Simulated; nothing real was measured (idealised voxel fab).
process module | voxel transistor to metal
cross-section cut | 270 nm wide | cells 5 nm
A cross-section is a grid of square cells, given in bands from the top down. A band is one or more rows of cells.
Each band's line starts with the height of the band's top and of its bottom, in nm. Then come its materials from left to right, each with its width in nm. One material with "throughout" fills the band from edge to edge. "air" is empty space.
Height 0 is the level under which the wafer as received is all one material. The lowest band goes on downwards, as in "0 down".
A width such as "30 to 40" changes by the same amount from each row of cells to the next, from the band's top row to its bottom row.
"no change" after a step means that no cell of the cross-section changed.
closed voids: empty space of 8 cells or more with no open way to the top, each as width x height at its distance from the left edge, in nm
after a step's settings: what the simulator itself notes on the step
overlay nm, on a step with a mask: how far to the right of its planned place the mask lay; to the left if negative
plan
1 op RECEIVE | material Si
2 op OXIDIZE | depth nm 5
3 op CONFORMAL_DEP | material SiN | thk nm 15
4 op MASKED_ETCH | tone cover | mask id ACTIVE | width nm 105 | pitch nm 135 | etch materials SiN | depth nm 15 | overlay nm 0
5 op MASKED_ETCH | tone cover | mask id ACTIVE | width nm 105 | pitch nm 135 | etch materials SiO2 | depth nm 5 | overlay nm 0
6 op MASKED_ETCH | tone cover | mask id ACTIVE | width nm 105 | pitch nm 135 | etch materials Si | depth nm 35 | overlay nm 0
7 op OXIDIZE | depth nm 5
8 op FILL_DEP | material SiO2 | thk nm 15
9 op CMP | height nm 15
10 op SELECTIVE_ETCH | etch materials SiO2 | depth nm 15
11 op STRIP | etch materials SiN
12 op SELECTIVE_ETCH | etch materials SiO2 | depth nm 5
13 op OXIDIZE | depth nm 5
14 op DIRECTIONAL_DEP | material polySi | thk nm 25
15 op DIRECTIONAL_DEP | material SiCN | thk nm 15
16 op MASKED_ETCH | tone cover | mask id GATE | width nm 25 | pitch nm 135 | etch materials SiCN | depth nm 25 | overlay nm 0
17 op MASKED_ETCH | tone cover | mask id GATE | width nm 25 | pitch nm 135 | etch materials polySi | depth nm 35 | overlay nm 0
18 op CONFORMAL_DEP | material SiO2 | thk nm 5
19 op DIRECTIONAL_ETCH | etch materials SiO2 | depth nm 5
20 op CONFORMAL_DEP | material SiN | thk nm 10
21 op DIRECTIONAL_ETCH | etch materials SiN | depth nm 10
22 op DIRECTIONAL_ETCH | etch materials SiO2 | depth nm 5
23 op DIRECTIONAL_ETCH | etch materials Si | depth nm 5
24 op EPI | material pSi | thk nm 10
25 op FILL_DEP | material SiO2 | thk nm 10
26 op CMP | height nm 20
27 op STRIP | etch materials polySi
28 op SELECTIVE_ETCH | etch materials SiO2 | depth nm 5
29 op CONFORMAL_DEP | material HfO2 | thk nm 5
30 op CONFORMAL_DEP | material TiN | thk nm 5
31 op FILL_DEP | material W | thk nm 10
32 op CMP | height nm 15
33 op DIRECTIONAL_DEP | material SiO2 | thk nm 10
34 op DIRECTIONAL_DEP | material aC | thk nm 10
35 op PATTERN | tone open | mask id CONTACT | material resist | width nm 20 | thk nm 30 | overlay nm 0
36 op DIRECTIONAL_ETCH | etch materials aC | depth nm 10
37 op STRIP | etch materials resist
38 op DIRECTIONAL_ETCH | etch materials SiO2 | depth nm 30
39 op STRIP | etch materials aC
40 op CONFORMAL_DEP | material TiN | thk nm 5
41 op FILL_DEP | material W | thk nm 10
42 op CMP | height nm 25
43 op CONFORMAL_DEP | material SiN | thk nm 5
44 op DIRECTIONAL_DEP | material lowk | thk nm 25
45 op DIRECTIONAL_DEP | material aC | thk nm 15
46 op PATTERN | tone open | mask id METAL_1 | material resist | width nm 20 | thk nm 30 | overlay nm 0
47 op DIRECTIONAL_ETCH | etch materials aC | depth nm 15
48 op STRIP | etch materials resist
49 op DIRECTIONAL_ETCH | etch materials lowk | depth nm 25
50 op DIRECTIONAL_ETCH | etch materials SiN | depth nm 5
51 op STRIP | etch materials aC
52 op CONFORMAL_DEP | material TiN | thk nm 5
53 op FILL_DEP | material Cu | thk nm 5
54 op CMP | height nm 55
55 op EPI | material Ru | thk nm 5
56 op FILL_DEP | material SiCN | thk nm 5
first wafer, as planned
as received, after step 1
  0 down: Si throughout
  closed voids: none
after step 2
  0 to -5: SiO2 throughout
  below -5: unchanged
after step 3
  15 to 0: SiN throughout
  below 0: unchanged
after step 4
  15 to 0: air 15 | SiN 105 | air 30 | SiN 105 | air 15
  below 0: unchanged
after step 5
  15 to 0: air 15 | SiN 105 | air 30 | SiN 105 | air 15
  0 to -5: air 15 | SiO2 105 | air 30 | SiO2 105 | air 15
  below -5: unchanged
after step 6
  15 to 0: air 15 | SiN 105 | air 30 | SiN 105 | air 15
  0 to -5: air 15 | SiO2 105 | air 30 | SiO2 105 | air 15
  -5 to -40: air 15 | Si 105 | air 30 | Si 105 | air 15
  below -40: unchanged
after step 7
  15 to 0: air 15 | SiN 105 | air 30 | SiN 105 | air 15
  0 to -5: air 15 | SiO2 105 | air 30 | SiO2 105 | air 15
  -5 to -40: air 15 | SiO2 5 | Si 95 | SiO2 5 | air 30 | SiO2 5 | Si 95 | SiO2 5 | air 15
  -40 to -45: SiO2 20 | Si 95 | SiO2 40 | Si 95 | SiO2 20
  below -45: unchanged
after step 8
  30 to 15: SiO2 throughout
  15 to 0: SiO2 15 | SiN 105 | SiO2 30 | SiN 105 | SiO2 15
  0 to -5: SiO2 throughout
  -5 to -45: SiO2 20 | Si 95 | SiO2 40 | Si 95 | SiO2 20
  below -45: unchanged
after step 9
  15 to 0: SiO2 15 | SiN 105 | SiO2 30 | SiN 105 | SiO2 15
  below 0: unchanged
after step 10
  15 to 0: air 15 | SiN 105 | air 30 | SiN 105 | air 15
  below 0: unchanged
after step 11
  0 to -5: SiO2 throughout
  below -5: unchanged
after step 12
  -5 to -45: SiO2 20 | Si 95 | SiO2 40 | Si 95 | SiO2 20
  below -45: unchanged
after step 13
  -5 to -10: SiO2 throughout
  below -10: unchanged
after step 14
  20 to -5: polySi throughout
  below -5: unchanged
after step 15
  35 to 20: SiCN throughout
  below 20: unchanged
after step 16
  35 to 20: air 55 | SiCN 25 | air 110 | SiCN 25 | air 55
  below 20: unchanged
after step 17
  35 to 20: air 55 | SiCN 25 | air 110 | SiCN 25 | air 55
  20 to -5: air 55 | polySi 25 | air 110 | polySi 25 | air 55
  below -5: unchanged
after step 18
  40 to 35: air 50 | SiO2 35 | air 100 | SiO2 35 | air 50
  35 to 20: air 50 | SiO2 5 | SiCN 25 | SiO2 5 | air 100 | SiO2 5 | SiCN 25 | SiO2 5 | air 50
  20 to 0: air 50 | SiO2 5 | polySi 25 | SiO2 5 | air 100 | SiO2 5 | polySi 25 | SiO2 5 | air 50
  0 to -5: SiO2 55 | polySi 25 | SiO2 110 | polySi 25 | SiO2 55
  below -5: unchanged
after step 19
  35 to 20: air 50 | SiO2 5 | SiCN 25 | SiO2 5 | air 100 | SiO2 5 | SiCN 25 | SiO2 5 | air 50
  20 to -5: air 50 | SiO2 5 | polySi 25 | SiO2 5 | air 100 | SiO2 5 | polySi 25 | SiO2 5 | air 50
  below -5: unchanged
after step 20
  45 to 35: air 40 | SiN 55 | air 80 | SiN 55 | air 40
  35 to 20: air 40 | SiN 10 | SiO2 5 | SiCN 25 | SiO2 5 | SiN 10 | air 80 | SiN 10 | SiO2 5 | SiCN 25 | SiO2 5 | SiN 10 | air 40
  20 to 5: air 40 | SiN 10 | SiO2 5 | polySi 25 | SiO2 5 | SiN 10 | air 80 | SiN 10 | SiO2 5 | polySi 25 | SiO2 5 | SiN 10 | air 40
  5 to -5: SiN 50 | SiO2 5 | polySi 25 | SiO2 5 | SiN 100 | SiO2 5 | polySi 25 | SiO2 5 | SiN 50
  below -5: unchanged
after step 21
  35 to 20: air 40 | SiN 10 | SiO2 5 | SiCN 25 | SiO2 5 | SiN 10 | air 80 | SiN 10 | SiO2 5 | SiCN 25 | SiO2 5 | SiN 10 | air 40
  20 to -5: air 40 | SiN 10 | SiO2 5 | polySi 25 | SiO2 5 | SiN 10 | air 80 | SiN 10 | SiO2 5 | polySi 25 | SiO2 5 | SiN 10 | air 40
  below -5: unchanged
after step 22
  35 to 30: air 40 | SiN 10 | air 5 | SiCN 25 | air 5 | SiN 10 | air 80 | SiN 10 | air 5 | SiCN 25 | air 5 | SiN 10 | air 40
  30 to 20: air 40 | SiN 10 | SiO2 5 | SiCN 25 | SiO2 5 | SiN 10 | air 80 | SiN 10 | SiO2 5 | SiCN 25 | SiO2 5 | SiN 10 | air 40
  20 to -5: air 40 | SiN 10 | SiO2 5 | polySi 25 | SiO2 5 | SiN 10 | air 80 | SiN 10 | SiO2 5 | polySi 25 | SiO2 5 | SiN 10 | air 40
  -5 to -10: air 40 | SiO2 55 | air 80 | SiO2 55 | air 40
  below -10: unchanged
after step 23
  35 to 30: air 40 | SiN 10 | air 5 | SiCN 25 | air 5 | SiN 10 | air 80 | SiN 10 | air 5 | SiCN 25 | air 5 | SiN 10 | air 40
  30 to 20: air 40 | SiN 10 | SiO2 5 | SiCN 25 | SiO2 5 | SiN 10 | air 80 | SiN 10 | SiO2 5 | SiCN 25 | SiO2 5 | SiN 10 | air 40
  20 to -5: air 40 | SiN 10 | SiO2 5 | polySi 25 | SiO2 5 | SiN 10 | air 80 | SiN 10 | SiO2 5 | polySi 25 | SiO2 5 | SiN 10 | air 40
  -5 to -10: air 40 | SiO2 55 | air 80 | SiO2 55 | air 40
  -10 to -15: SiO2 20 | air 20 | Si 55 | air 20 | SiO2 40 | air 20 | Si 55 | air 20 | SiO2 20
  below -15: unchanged
after step 24
  35 to 30: air 40 | SiN 10 | air 5 | SiCN 25 | air 5 | SiN 10 | air 80 | SiN 10 | air 5 | SiCN 25 | air 5 | SiN 10 | air 40
  30 to 20: air 40 | SiN 10 | SiO2 5 | SiCN 25 | SiO2 5 | SiN 10 | air 80 | SiN 10 | SiO2 5 | SiCN 25 | SiO2 5 | SiN 10 | air 40
  20 to 0: air 40 | SiN 10 | SiO2 5 | polySi 25 | SiO2 5 | SiN 10 | air 80 | SiN 10 | SiO2 5 | polySi 25 | SiO2 5 | SiN 10 | air 40
  0 to -5: air 30 | pSi 10 | SiN 10 | SiO2 5 | polySi 25 | SiO2 5 | SiN 10 | pSi 10 | air 60 | pSi 10 | SiN 10 | SiO2 5 | polySi 25 | SiO2 5 | SiN 10 | pSi 10 | air 30
  -5 to -10: air 15 | pSi 25 | SiO2 55 | pSi 25 | air 30 | pSi 25 | SiO2 55 | pSi 25 | air 15
  -10 to -15: SiO2 20 | pSi 20 | Si 55 | pSi 20 | SiO2 40 | pSi 20 | Si 55 | pSi 20 | SiO2 20
  below -15: unchanged
after step 25
  45 to 35: SiO2 throughout
  35 to 20: SiO2 40 | SiN 10 | SiO2 5 | SiCN 25 | SiO2 5 | SiN 10 | SiO2 80 | SiN 10 | SiO2 5 | SiCN 25 | SiO2 5 | SiN 10 | SiO2 40
  20 to 0: SiO2 40 | SiN 10 | SiO2 5 | polySi 25 | SiO2 5 | SiN 10 | SiO2 80 | SiN 10 | SiO2 5 | polySi 25 | SiO2 5 | SiN 10 | SiO2 40
  0 to -5: SiO2 30 | pSi 10 | SiN 10 | SiO2 5 | polySi 25 | SiO2 5 | SiN 10 | pSi 10 | SiO2 60 | pSi 10 | SiN 10 | SiO2 5 | polySi 25 | SiO2 5 | SiN 10 | pSi 10 | SiO2 30
  -5 to -10: SiO2 15 | pSi 25 | SiO2 55 | pSi 25 | SiO2 30 | pSi 25 | SiO2 55 | pSi 25 | SiO2 15
  below -10: unchanged
after step 26
  20 to 0: SiO2 40 | SiN 10 | SiO2 5 | polySi 25 | SiO2 5 | SiN 10 | SiO2 80 | SiN 10 | SiO2 5 | polySi 25 | SiO2 5 | SiN 10 | SiO2 40
  below 0: unchanged
after step 27
  20 to 0: SiO2 40 | SiN 10 | SiO2 5 | air 25 | SiO2 5 | SiN 10 | SiO2 80 | SiN 10 | SiO2 5 | air 25 | SiO2 5 | SiN 10 | SiO2 40
  0 to -5: SiO2 30 | pSi 10 | SiN 10 | SiO2 5 | air 25 | SiO2 5 | SiN 10 | pSi 10 | SiO2 60 | pSi 10 | SiN 10 | SiO2 5 | air 25 | SiO2 5 | SiN 10 | pSi 10 | SiO2 30
  below -5: unchanged
after step 28
  20 to 15: air 40 | SiN 10 | air 35 | SiN 10 | air 80 | SiN 10 | air 35 | SiN 10 | air 40
  15 to 0: SiO2 40 | SiN 10 | air 35 | SiN 10 | SiO2 80 | SiN 10 | air 35 | SiN 10 | SiO2 40
  0 to -5: SiO2 30 | pSi 10 | SiN 10 | air 35 | SiN 10 | pSi 10 | SiO2 60 | pSi 10 | SiN 10 | air 35 | SiN 10 | pSi 10 | SiO2 30
  -5 to -10: SiO2 15 | pSi 25 | SiO2 10 | air 35 | SiO2 10 | pSi 25 | SiO2 30 | pSi 25 | SiO2 10 | air 35 | SiO2 10 | pSi 25 | SiO2 15
  below -10: unchanged
after step 29
  25 to 20: air 35 | HfO2 20 | air 25 | HfO2 20 | air 70 | HfO2 20 | air 25 | HfO2 20 | air 35
  20 to 15: HfO2 40 | SiN 10 | HfO2 5 | air 25 | HfO2 5 | SiN 10 | HfO2 80 | SiN 10 | HfO2 5 | air 25 | HfO2 5 | SiN 10 | HfO2 40
  15 to 0: SiO2 40 | SiN 10 | HfO2 5 | air 25 | HfO2 5 | SiN 10 | SiO2 80 | SiN 10 | HfO2 5 | air 25 | HfO2 5 | SiN 10 | SiO2 40
  0 to -5: SiO2 30 | pSi 10 | SiN 10 | HfO2 5 | air 25 | HfO2 5 | SiN 10 | pSi 10 | SiO2 60 | pSi 10 | SiN 10 | HfO2 5 | air 25 | HfO2 5 | SiN 10 | pSi 10 | SiO2 30
  -5 to -10: SiO2 15 | pSi 25 | SiO2 10 | HfO2 35 | SiO2 10 | pSi 25 | SiO2 30 | pSi 25 | SiO2 10 | HfO2 35 | SiO2 10 | pSi 25 | SiO2 15
  below -10: unchanged
after step 30
  30 to 25: air 30 | TiN 30 | air 15 | TiN 30 | air 60 | TiN 30 | air 15 | TiN 30 | air 30
  25 to 20: TiN 35 | HfO2 20 | TiN 5 | air 15 | TiN 5 | HfO2 20 | TiN 70 | HfO2 20 | TiN 5 | air 15 | TiN 5 | HfO2 20 | TiN 35
  20 to 15: HfO2 40 | SiN 10 | HfO2 5 | TiN 5 | air 15 | TiN 5 | HfO2 5 | SiN 10 | HfO2 80 | SiN 10 | HfO2 5 | TiN 5 | air 15 | TiN 5 | HfO2 5 | SiN 10 | HfO2 40
  15 to 0: SiO2 40 | SiN 10 | HfO2 5 | TiN 5 | air 15 | TiN 5 | HfO2 5 | SiN 10 | SiO2 80 | SiN 10 | HfO2 5 | TiN 5 | air 15 | TiN 5 | HfO2 5 | SiN 10 | SiO2 40
  0 to -5: SiO2 30 | pSi 10 | SiN 10 | HfO2 5 | TiN 25 | HfO2 5 | SiN 10 | pSi 10 | SiO2 60 | pSi 10 | SiN 10 | HfO2 5 | TiN 25 | HfO2 5 | SiN 10 | pSi 10 | SiO2 30
  below -5: unchanged
after step 31
  40 to 30: W throughout
  30 to 25: W 30 | TiN 30 | W 15 | TiN 30 | W 60 | TiN 30 | W 15 | TiN 30 | W 30
  25 to 20: TiN 35 | HfO2 20 | TiN 5 | W 15 | TiN 5 | HfO2 20 | TiN 70 | HfO2 20 | TiN 5 | W 15 | TiN 5 | HfO2 20 | TiN 35
  20 to 15: HfO2 40 | SiN 10 | HfO2 5 | TiN 5 | W 15 | TiN 5 | HfO2 5 | SiN 10 | HfO2 80 | SiN 10 | HfO2 5 | TiN 5 | W 15 | TiN 5 | HfO2 5 | SiN 10 | HfO2 40
  15 to 0: SiO2 40 | SiN 10 | HfO2 5 | TiN 5 | W 15 | TiN 5 | HfO2 5 | SiN 10 | SiO2 80 | SiN 10 | HfO2 5 | TiN 5 | W 15 | TiN 5 | HfO2 5 | SiN 10 | SiO2 40
  below 0: unchanged
after step 32
  15 to 0: SiO2 40 | SiN 10 | HfO2 5 | TiN 5 | W 15 | TiN 5 | HfO2 5 | SiN 10 | SiO2 80 | SiN 10 | HfO2 5 | TiN 5 | W 15 | TiN 5 | HfO2 5 | SiN 10 | SiO2 40
  below 0: unchanged
after step 33
  25 to 15: SiO2 throughout
  below 15: unchanged
after step 34
  35 to 25: aC throughout
  below 25: unchanged
after step 35
  65 to 35: resist 20 | air 20 | resist 55 | air 20 | resist 40 | air 20 | resist 55 | air 20 | resist 20
  below 35: unchanged
after step 36
  55 to 35: resist 20 | air 20 | resist 55 | air 20 | resist 40 | air 20 | resist 55 | air 20 | resist 20
  35 to 25: aC 20 | air 20 | aC 55 | air 20 | aC 40 | air 20 | aC 55 | air 20 | aC 20
  below 25: unchanged
after step 37
  35 to 25: aC 20 | air 20 | aC 55 | air 20 | aC 40 | air 20 | aC 55 | air 20 | aC 20
  below 25: unchanged
after step 38
  35 to 25: aC 20 | air 20 | aC 55 | air 20 | aC 40 | air 20 | aC 55 | air 20 | aC 20
  25 to 15: SiO2 20 | air 20 | SiO2 55 | air 20 | SiO2 40 | air 20 | SiO2 55 | air 20 | SiO2 20
  15 to 0: SiO2 20 | air 20 | SiN 10 | HfO2 5 | TiN 5 | W 15 | TiN 5 | HfO2 5 | SiN 10 | air 20 | SiO2 40 | air 20 | SiN 10 | HfO2 5 | TiN 5 | W 15 | TiN 5 | HfO2 5 | SiN 10 | air 20 | SiO2 20
  0 to -5: SiO2 20 | air 10 | pSi 10 | SiN 10 | HfO2 5 | TiN 25 | HfO2 5 | SiN 10 | pSi 10 | air 10 | SiO2 40 | air 10 | pSi 10 | SiN 10 | HfO2 5 | TiN 25 | HfO2 5 | SiN 10 | pSi 10 | air 10 | SiO2 20
  below -5: unchanged
after step 39
  25 to 15: SiO2 20 | air 20 | SiO2 55 | air 20 | SiO2 40 | air 20 | SiO2 55 | air 20 | SiO2 20
  below 15: unchanged
after step 40
  30 to 25: TiN 25 | air 10 | TiN 65 | air 10 | TiN 50 | air 10 | TiN 65 | air 10 | TiN 25
  25 to 15: SiO2 20 | TiN 5 | air 10 | TiN 5 | SiO2 55 | TiN 5 | air 10 | TiN 5 | SiO2 40 | TiN 5 | air 10 | TiN 5 | SiO2 55 | TiN 5 | air 10 | TiN 5 | SiO2 20
  15 to 5: SiO2 20 | TiN 5 | air 10 | TiN 5 | SiN 10 | HfO2 5 | TiN 5 | W 15 | TiN 5 | HfO2 5 | SiN 10 | TiN 5 | air 10 | TiN 5 | SiO2 40 | TiN 5 | air 10 | TiN 5 | SiN 10 | HfO2 5 | TiN 5 | W 15 | TiN 5 | HfO2 5 | SiN 10 | TiN 5 | air 10 | TiN 5 | SiO2 20
  5 to 0: SiO2 20 | TiN 20 | SiN 10 | HfO2 5 | TiN 5 | W 15 | TiN 5 | HfO2 5 | SiN 10 | TiN 20 | SiO2 40 | TiN 20 | SiN 10 | HfO2 5 | TiN 5 | W 15 | TiN 5 | HfO2 5 | SiN 10 | TiN 20 | SiO2 20
  0 to -5: SiO2 20 | TiN 10 | pSi 10 | SiN 10 | HfO2 5 | TiN 25 | HfO2 5 | SiN 10 | pSi 10 | TiN 10 | SiO2 40 | TiN 10 | pSi 10 | SiN 10 | HfO2 5 | TiN 25 | HfO2 5 | SiN 10 | pSi 10 | TiN 10 | SiO2 20
  below -5: unchanged
after step 41
  40 to 30: W throughout
  30 to 25: TiN 25 | W 10 | TiN 65 | W 10 | TiN 50 | W 10 | TiN 65 | W 10 | TiN 25
  25 to 15: SiO2 20 | TiN 5 | W 10 | TiN 5 | SiO2 55 | TiN 5 | W 10 | TiN 5 | SiO2 40 | TiN 5 | W 10 | TiN 5 | SiO2 55 | TiN 5 | W 10 | TiN 5 | SiO2 20
  15 to 5: SiO2 20 | TiN 5 | W 10 | TiN 5 | SiN 10 | HfO2 5 | TiN 5 | W 15 | TiN 5 | HfO2 5 | SiN 10 | TiN 5 | W 10 | TiN 5 | SiO2 40 | TiN 5 | W 10 | TiN 5 | SiN 10 | HfO2 5 | TiN 5 | W 15 | TiN 5 | HfO2 5 | SiN 10 | TiN 5 | W 10 | TiN 5 | SiO2 20
  below 5: unchanged
after step 42
  25 to 15: SiO2 20 | TiN 5 | W 10 | TiN 5 | SiO2 55 | TiN 5 | W 10 | TiN 5 | SiO2 40 | TiN 5 | W 10 | TiN 5 | SiO2 55 | TiN 5 | W 10 | TiN 5 | SiO2 20
  below 15: unchanged
after step 43
  30 to 25: SiN throughout
  below 25: unchanged
after step 44
  55 to 30: lowk throughout
  below 30: unchanged
after step 45
  70 to 55: aC throughout
  below 55: unchanged
after step 46
  100 to 70: resist 20 | air 20 | resist 55 | air 20 | resist 40 | air 20 | resist 55 | air 20 | resist 20
  below 70: unchanged
after step 47
  85 to 70: resist 20 | air 20 | resist 55 | air 20 | resist 40 | air 20 | resist 55 | air 20 | resist 20
  70 to 55: aC 20 | air 20 | aC 55 | air 20 | aC 40 | air 20 | aC 55 | air 20 | aC 20
  below 55: unchanged
after step 48
  70 to 55: aC 20 | air 20 | aC 55 | air 20 | aC 40 | air 20 | aC 55 | air 20 | aC 20
  below 55: unchanged
after step 49
  70 to 55: aC 20 | air 20 | aC 55 | air 20 | aC 40 | air 20 | aC 55 | air 20 | aC 20
  55 to 30: lowk 20 | air 20 | lowk 55 | air 20 | lowk 40 | air 20 | lowk 55 | air 20 | lowk 20
  below 30: unchanged
after step 50
  70 to 55: aC 20 | air 20 | aC 55 | air 20 | aC 40 | air 20 | aC 55 | air 20 | aC 20
  55 to 30: lowk 20 | air 20 | lowk 55 | air 20 | lowk 40 | air 20 | lowk 55 | air 20 | lowk 20
  30 to 25: SiN 20 | air 20 | SiN 55 | air 20 | SiN 40 | air 20 | SiN 55 | air 20 | SiN 20
  below 25: unchanged
after step 51
  55 to 30: lowk 20 | air 20 | lowk 55 | air 20 | lowk 40 | air 20 | lowk 55 | air 20 | lowk 20
  below 30: unchanged
after step 52
  60 to 55: TiN 25 | air 10 | TiN 65 | air 10 | TiN 50 | air 10 | TiN 65 | air 10 | TiN 25
  55 to 30: lowk 20 | TiN 5 | air 10 | TiN 5 | lowk 55 | TiN 5 | air 10 | TiN 5 | lowk 40 | TiN 5 | air 10 | TiN 5 | lowk 55 | TiN 5 | air 10 | TiN 5 | lowk 20
  30 to 25: SiN 20 | TiN 20 | SiN 55 | TiN 20 | SiN 40 | TiN 20 | SiN 55 | TiN 20 | SiN 20
  below 25: unchanged
after step 53
  65 to 60: Cu throughout
  60 to 55: TiN 25 | Cu 10 | TiN 65 | Cu 10 | TiN 50 | Cu 10 | TiN 65 | Cu 10 | TiN 25
  55 to 30: lowk 20 | TiN 5 | Cu 10 | TiN 5 | lowk 55 | TiN 5 | Cu 10 | TiN 5 | lowk 40 | TiN 5 | Cu 10 | TiN 5 | lowk 55 | TiN 5 | Cu 10 | TiN 5 | lowk 20
  below 30: unchanged
after step 54
  55 to 30: lowk 20 | TiN 5 | Cu 10 | TiN 5 | lowk 55 | TiN 5 | Cu 10 | TiN 5 | lowk 40 | TiN 5 | Cu 10 | TiN 5 | lowk 55 | TiN 5 | Cu 10 | TiN 5 | lowk 20
  below 30: unchanged
after step 55
  60 to 55: air 15 | Ru 30 | air 45 | Ru 30 | air 30 | Ru 30 | air 45 | Ru 30 | air 15
  below 55: unchanged
after step 56
  65 to 60: SiCN throughout
  60 to 55: SiCN 15 | Ru 30 | SiCN 45 | Ru 30 | SiCN 30 | Ru 30 | SiCN 45 | Ru 30 | SiCN 15
  below 55: unchanged
second wafer: like start, like plan, one mistake. Through step 45 it matches the first wafer
when step 46 should have ended
  100 to 70: resist 15 | air 20 | resist 55 | air 20 | resist 40 | air 20 | resist 55 | air 20 | resist 25
  below 70: unchanged
when step 47 should have ended
  85 to 70: resist 15 | air 20 | resist 55 | air 20 | resist 40 | air 20 | resist 55 | air 20 | resist 25
  70 to 55: aC 15 | air 20 | aC 55 | air 20 | aC 40 | air 20 | aC 55 | air 20 | aC 25
  below 55: unchanged
when step 48 should have ended
  70 to 55: aC 15 | air 20 | aC 55 | air 20 | aC 40 | air 20 | aC 55 | air 20 | aC 25
  below 55: unchanged
when step 49 should have ended
  70 to 55: aC 15 | air 20 | aC 55 | air 20 | aC 40 | air 20 | aC 55 | air 20 | aC 25
  55 to 30: lowk 15 | air 20 | lowk 55 | air 20 | lowk 40 | air 20 | lowk 55 | air 20 | lowk 25
  below 30: unchanged
when step 50 should have ended
  70 to 55: aC 15 | air 20 | aC 55 | air 20 | aC 40 | air 20 | aC 55 | air 20 | aC 25
  55 to 30: lowk 15 | air 20 | lowk 55 | air 20 | lowk 40 | air 20 | lowk 55 | air 20 | lowk 25
  30 to 25: SiN 15 | air 20 | SiN 55 | air 20 | SiN 40 | air 20 | SiN 55 | air 20 | SiN 25
  below 25: unchanged
when step 51 should have ended
  55 to 30: lowk 15 | air 20 | lowk 55 | air 20 | lowk 40 | air 20 | lowk 55 | air 20 | lowk 25
  below 30: unchanged
when step 52 should have ended
  60 to 55: TiN 20 | air 10 | TiN 65 | air 10 | TiN 50 | air 10 | TiN 65 | air 10 | TiN 30
  55 to 30: lowk 15 | TiN 5 | air 10 | TiN 5 | lowk 55 | TiN 5 | air 10 | TiN 5 | lowk 40 | TiN 5 | air 10 | TiN 5 | lowk 55 | TiN 5 | air 10 | TiN 5 | lowk 25
  30 to 25: SiN 15 | TiN 20 | SiN 55 | TiN 20 | SiN 40 | TiN 20 | SiN 55 | TiN 20 | SiN 25
  below 25: unchanged
when step 53 should have ended
  65 to 60: Cu throughout
  60 to 55: TiN 20 | Cu 10 | TiN 65 | Cu 10 | TiN 50 | Cu 10 | TiN 65 | Cu 10 | TiN 30
  55 to 30: lowk 15 | TiN 5 | Cu 10 | TiN 5 | lowk 55 | TiN 5 | Cu 10 | TiN 5 | lowk 40 | TiN 5 | Cu 10 | TiN 5 | lowk 55 | TiN 5 | Cu 10 | TiN 5 | lowk 25
  below 30: unchanged
when step 54 should have ended
  55 to 30: lowk 15 | TiN 5 | Cu 10 | TiN 5 | lowk 55 | TiN 5 | Cu 10 | TiN 5 | lowk 40 | TiN 5 | Cu 10 | TiN 5 | lowk 55 | TiN 5 | Cu 10 | TiN 5 | lowk 25
  below 30: unchanged
when step 55 should have ended
  60 to 55: air 10 | Ru 30 | air 45 | Ru 30 | air 30 | Ru 30 | air 45 | Ru 30 | air 20
  below 55: unchanged
when step 56 should have ended
  65 to 60: SiCN throughout
  60 to 55: SiCN 10 | Ru 30 | SiCN 45 | Ru 30 | SiCN 30 | Ru 30 | SiCN 45 | Ru 30 | SiCN 20
  below 55: unchanged
what went wrong: step 46 ran as: op PATTERN | tone open | mask id METAL_1 | material resist | width nm 20 | thk nm 30 | overlay nm -5
at the end the second wafer has, in cells: as many of each material as the first, in other places
